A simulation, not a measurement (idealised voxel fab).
process module | voxel trench capacitor
cross-section cut | 255 nm wide | cells 5 nm
A cross-section is a grid of square cells, given in bands from the top down. A band is one or more rows of cells.
Each band's line starts with the height of the band's top and of its bottom, in nm. Then come its materials from left to right, each with its width in nm. One material with "throughout" fills the band from edge to edge. "air" is empty space.
Height 0 is the level under which the wafer as received is all one material. The lowest band goes on downwards, as in "0 down".
A width such as "30 to 40" changes by the same amount from each row of cells to the next, from the band's top row to its bottom row.
"no change" after a step means that no cell of the cross-section changed.
closed voids: empty space of 8 cells or more with no open way to the top, each as width x height at its distance from the left edge, in nm
after a step's settings: what the simulator itself notes on the step
overlay nm, on a step with a mask: how far to the right of its planned place the mask lay; to the left if negative
plan
1 op RECEIVE | material Si
2 op CONFORMAL_DEP | material SiN | thk nm 10
3 op DIRECTIONAL_DEP | material aC | thk nm 10
4 op PATTERN | tone open | mask id TRENCH | material resist | width nm 30 | pitch nm 55 | thk nm 25 | overlay nm 0
5 op DIRECTIONAL_ETCH | etch materials aC | depth nm 10
6 op STRIP | etch materials resist
7 op DIRECTIONAL_ETCH | etch materials SiN | depth nm 10
8 op DIRECTIONAL_ETCH | etch materials Si | depth nm 40
9 op STRIP | etch materials aC
10 op CONFORMAL_DEP | material Al2O3 | thk nm 5
11 op CONFORMAL_DEP | material TiN | thk nm 5
12 op FILL_DEP | material W | thk nm 5
13 op CMP | height nm 10
as received, after step 1
  0 down: Si throughout
  closed voids: none
a wafer at the end: this start, this plan, one mistake
  10 to 0: W 75 | TiN 5 | Al2O3 5 | SiN 30 | Al2O3 5 | TiN 5 | W 5 | TiN 5 | Al2O3 5 | SiN 30 | Al2O3 5 | TiN 5 | W 75
  0 to -30: W 75 | TiN 5 | Al2O3 5 | Si 30 | Al2O3 5 | TiN 5 | W 5 | TiN 5 | Al2O3 5 | Si 30 | Al2O3 5 | TiN 5 | W 75
  -30 to -35: TiN 80 | Al2O3 5 | Si 30 | Al2O3 5 | TiN 15 | Al2O3 5 | Si 30 | Al2O3 5 | TiN 80
  -35 to -40: Al2O3 85 | Si 30 | Al2O3 25 | Si 30 | Al2O3 85
  -40 down: Si throughout
  closed voids: none
what went wrong: step 4 ran as: op PATTERN | tone cover | mask id TRENCH | material resist | width nm 30 | pitch nm 55 | thk nm 25 | overlay nm 0
